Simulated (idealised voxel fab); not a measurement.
voxel tone inversion: a process module
Section shown: cut. Width: 145 nm. Cell size: 5 nm, square.
How to read a cross-section here: the picture is a grid of square cells, written as bands going from the top down, and any band can span one or more rows of cells.
In this notation a band is specified by the heights of its top and bottom, in that order and in nm, after which its materials appear from left to right, each paired with its width in nm. The word "edge to edge" attached to a single material means that material fills the band from edge to edge; the word "air" stands for empty space.
Counting heights begins at 0, where everything beneath is, in the wafer as received, one material. The lowest band has no bottom; it goes on downwards, as "0 nm and below" shows.
So if you see something like "30 to 40" for the width, read it as the top row of the band sitting at the first number and the bottom row at the second, with every row in between moving by the same amount as the last.
The cross-section has no changed cell in any step marked "identical to before".
Closed-off voids of 8+ cells (no open route to the top) go in "Sealed void list", written width x height at distance from the left edge, in nm.
The remark found on a step's line after its settings is issued by the simulator itself and pertains to that step.
overlay nm: step with mask; distance mask lay right of planned place; negative value = left of planned place.

List of planned process steps:
- 1: RECEIVE with material Si
- 2: CONFORMAL_DEP with material SiCN, thk nm 10
- 3: DIRECTIONAL_DEP with material aC, thk nm 25
- 4: PATTERN with tone cover, mask id POSTS, material resist, width nm 25, pitch nm 40, thk nm 30, overlay nm 0
- 5: DIRECTIONAL_ETCH with etch materials aC, depth nm 25
- 6: STRIP with etch materials resist
- 7: FILL_DEP with material SiO2, thk nm 5
- 8: CMP with height nm 35
- 9: STRIP with etch materials aC
- 10: CONFORMAL_DEP with material TiN, thk nm 5
- 11: FILL_DEP with material Ru, thk nm 5
- 12: CMP with height nm 35
- 13: CONFORMAL_DEP with material SiCN, thk nm 5

Here's what the wafer looked like in cross-section when it arrived - that's after step 1:
0 nm and below = Si edge to edge
Sealed void list: none

This is how the wafer looks in cross-section once the module is done, given the starting state and plan above and one mistake in carrying the plan out:
40 nm to 35 nm = SiCN edge to edge
35 nm to 15 nm = Ru=35 | TiN=5 | SiO2=25 | TiN=5 | Ru=5 | TiN=5 | SiO2=25 | TiN=5 | Ru=35
15 nm to 10 nm = TiN=40 | SiO2=25 | TiN=15 | SiO2=25 | TiN=40
10 nm to 0 nm = SiCN edge to edge
0 nm and below = Si edge to edge
Sealed void list: none
The mistake made against the process plan was this: step 4 was not run as planned; what actually ran was PATTERN with tone open, mask id POSTS, material resist, width nm 25, pitch nm 40, thk nm 30, overlay nm 0
